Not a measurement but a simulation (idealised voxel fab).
This is a process module. Its name is voxel double patterning.
Cross-section cut: width 295 nm, square cells of 5 nm.
Just so we're on the same page, the cross-sections are grids of square cells, and they're listed out in bands top to bottom, each band one or more rows deep. Each band's line starts with the height of the band's top and of its bottom, in nm. Then come its materials from left to right, each with its width in nm. One material with "throughout" fills the band from edge to edge. "empty" is empty space. Where do heights start? At 0: under that level the wafer as delivered is made of one material only. And the lowest band has no floor; it just carries on downward, as in "0 nm and below". Quick explanation for "30 to 40": the width changes in equal steps down the rows of cells, from the first number in the band's top row to the second number in its bottom row. When a step is marked "changes: none", none of the cells in the cross-section changed during that step. Entry "Sealed internal voids". Content: empty spaces with no open connection to the top, size 8 cells or greater. Each: width x height at distance. Distance: from left edge. Unit: nm. Step line, after settings: the simulator's comment on this step. overlay nm, on a step with a mask: how far to the right of its planned place the mask lay; to the left if negative.

### Listed below are the process steps as planned
1 RECEIVE,material Si
2 CONFORMAL_DEP,material SiO2,thk nm 5
3 DIRECTIONAL_DEP,material W,thk nm 20
4 DIRECTIONAL_DEP,material SiN,thk nm 10
5 MASKED_ETCH,tone open,mask id FIRST,width nm 15,pitch nm 50,etch materials SiN,depth nm 10,overlay nm 0
6 DIRECTIONAL_DEP,material aC,thk nm 10
7 PATTERN,tone open,mask id SECOND,material resist,width nm 15,pitch nm 50,thk nm 30,overlay nm -15
8 DIRECTIONAL_ETCH,etch materials aC,depth nm 10
9 STRIP,etch materials resist
10 DIRECTIONAL_ETCH,etch materials SiN,depth nm 10
11 STRIP,etch materials aC
12 DIRECTIONAL_ETCH,etch materials W,depth nm 20
13 STRIP,etch materials SiN
The plan's step 7 overlay nm is the first wafer's value; the wafers differ in this setting and start identical.

### As-received cross-section, first of several wafers, post step 1
> 0 nm and below: Si throughout
> Sealed internal voids: none

### The figure below presents a cross-section of the first of several wafers at the conclusion of the module, following its last step, step 13
> 25 nm to 5 nm: 90 of W  25 of empty  25 of W  25 of empty  25 of W  15 of empty  90 of W
> 5 nm to 0 nm: SiO2 throughout
> 0 nm and below: Si throughout
> Sealed internal voids: none

### At the end of the module, the last of several wafers in cross-section
> 25 nm to 5 nm: 90 of W  15 of empty  25 of W  25 of empty  25 of W  25 of empty  90 of W
> 5 nm to 0 nm: SiO2 throughout
> 0 nm and below: Si throughout
> Sealed internal voids: none

### Heads up, this table goes wafer by wafer. A row tells you, at the end of the module, how many cells of each material that wafer has put on (+) or dropped (-) since it was received, and then its closed voids
overlay nm -15, +59 SiO2, +184 W, Sealed internal voids: none
overlay nm -10, +59 SiO2, +176 W, Sealed internal voids: none
overlay nm -5, +59 SiO2, +176 W, Sealed internal voids: none
overlay nm 0, +59 SiO2, +176 W, Sealed internal voids: none
overlay nm 5, +59 SiO2, +176 W, Sealed internal voids: none
overlay nm 10, +59 SiO2, +176 W, Sealed internal voids: none
overlay nm 15, +59 SiO2, +184 W, Sealed internal voids: none
